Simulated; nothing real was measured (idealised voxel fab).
This is a process module. Its name is voxel tone inversion.
The width of the displayed cross-section, cut, is 245 nm; its cells are square, with a size of 5 nm.
Cross-section spec: square-cell grid; bands listed top down; each band is one or more rows. First you get the band's top height and its bottom height, in nm, and then the materials it's made of, left to right, with each width in nm. If you see a single material with "throughout", that one covers the band edge to edge. "air" is empty space. Heads up on the height convention: 0 is the point under which the incoming wafer is all one material, and the lowest band has no bottom, it just keeps going down, like "0 down". Note: "30->40" means the width goes from the first number (top row of the band) to the second number (bottom row) in equal steps per row of cells. Reading "nothing got changed" for a step: not a cell of the cross-section changed in it. "Closed internal voids" enumerates empty spaces isolated from the top, with no open way to it, that contain at least 8 cells, giving each as width x height at distance from the left edge, all three in nm. It should be noted that, on the line of a given step, the content following the step's settings is a remark produced by the simulator itself with respect to that step. When a step includes a mask, the "overlay nm" setting on its line states how far to the right of its planned place that mask lay, and negative values state how far to the left.

Planned process steps:
1,op RECEIVE | material Si
2,op CONFORMAL_DEP | material SiCN | thk nm 5
3,op DIRECTIONAL_DEP | material polySi | thk nm 15
4,op PATTERN | tone cover | mask id POSTS | material resist | width nm 20 | pitch nm 45 | thk nm 20 | overlay nm 0
5,op DIRECTIONAL_ETCH | etch materials polySi | depth nm 15
6,op STRIP | etch materials resist
7,op FILL_DEP | material lowk | thk nm 5
8,op CMP | height nm 20
9,op STRIP | etch materials polySi

Account of the first of two wafers, which was processed as intended:

So this is the incoming wafer in cross-section - it's already been through step 1:
    0 down = Si throughout
    Closed internal voids: none

Wafer after step 2 (cross-section):
    5 to 0 = SiCN throughout
    Under 0: no change, same as before.

Wafer after step 3 (cross-section):
    20 to 5 = polySi throughout
    Under 5: no change, same as before.

Wafer after step 4 (cross-section):
    40 to 20 = air 45 nm | resist 20 nm | air 25 nm | resist 20 nm | air 25 nm | resist 20 nm | air 25 nm | resist 20 nm | air 45 nm
    Under 20: no change, same as before.

Wafer after step 5 (cross-section):
    40 to 20 = air 45 nm | resist 20 nm | air 25 nm | resist 20 nm | air 25 nm | resist 20 nm | air 25 nm | resist 20 nm | air 45 nm
    20 to 5 = air 45 nm | polySi 20 nm | air 25 nm | polySi 20 nm | air 25 nm | polySi 20 nm | air 25 nm | polySi 20 nm | air 45 nm
    Under 5: no change, same as before.

Wafer after step 6 (cross-section):
    20 to 5 = air 45 nm | polySi 20 nm | air 25 nm | polySi 20 nm | air 25 nm | polySi 20 nm | air 25 nm | polySi 20 nm | air 45 nm
    Under 5: no change, same as before.

Wafer after step 7 (cross-section):
    25 to 20 = lowk throughout
    20 to 5 = lowk 45 nm | polySi 20 nm | lowk 25 nm | polySi 20 nm | lowk 25 nm | polySi 20 nm | lowk 25 nm | polySi 20 nm | lowk 45 nm
    Under 5: no change, same as before.

Wafer after step 8 (cross-section):
    20 to 5 = lowk 45 nm | polySi 20 nm | lowk 25 nm | polySi 20 nm | lowk 25 nm | polySi 20 nm | lowk 25 nm | polySi 20 nm | lowk 45 nm
    Under 5: no change, same as before.

Wafer after step 9 (cross-section):
    20 to 5 = lowk 45 nm | air 20 nm | lowk 25 nm | air 20 nm | lowk 25 nm | air 20 nm | lowk 25 nm | air 20 nm | lowk 45 nm
    Under 5: no change, same as before.

Second wafer, same starting state and plan as the first, one mistake in the run, identical through step 8:

Second wafer, section view, time point: scheduled end of step 9:
    20 to 5 = air 45 nm | polySi 20 nm | air 25 nm | polySi 20 nm | air 25 nm | polySi 20 nm | air 25 nm | polySi 20 nm | air 45 nm
    Under 5: no change, same as before.
What was the processing mistake? planned and actual differ for step 9; actual: op STRIP | etch materials lowk
The second wafer ends with more or fewer cells of some materials than the first, per final count: lowk -99; polySi +48
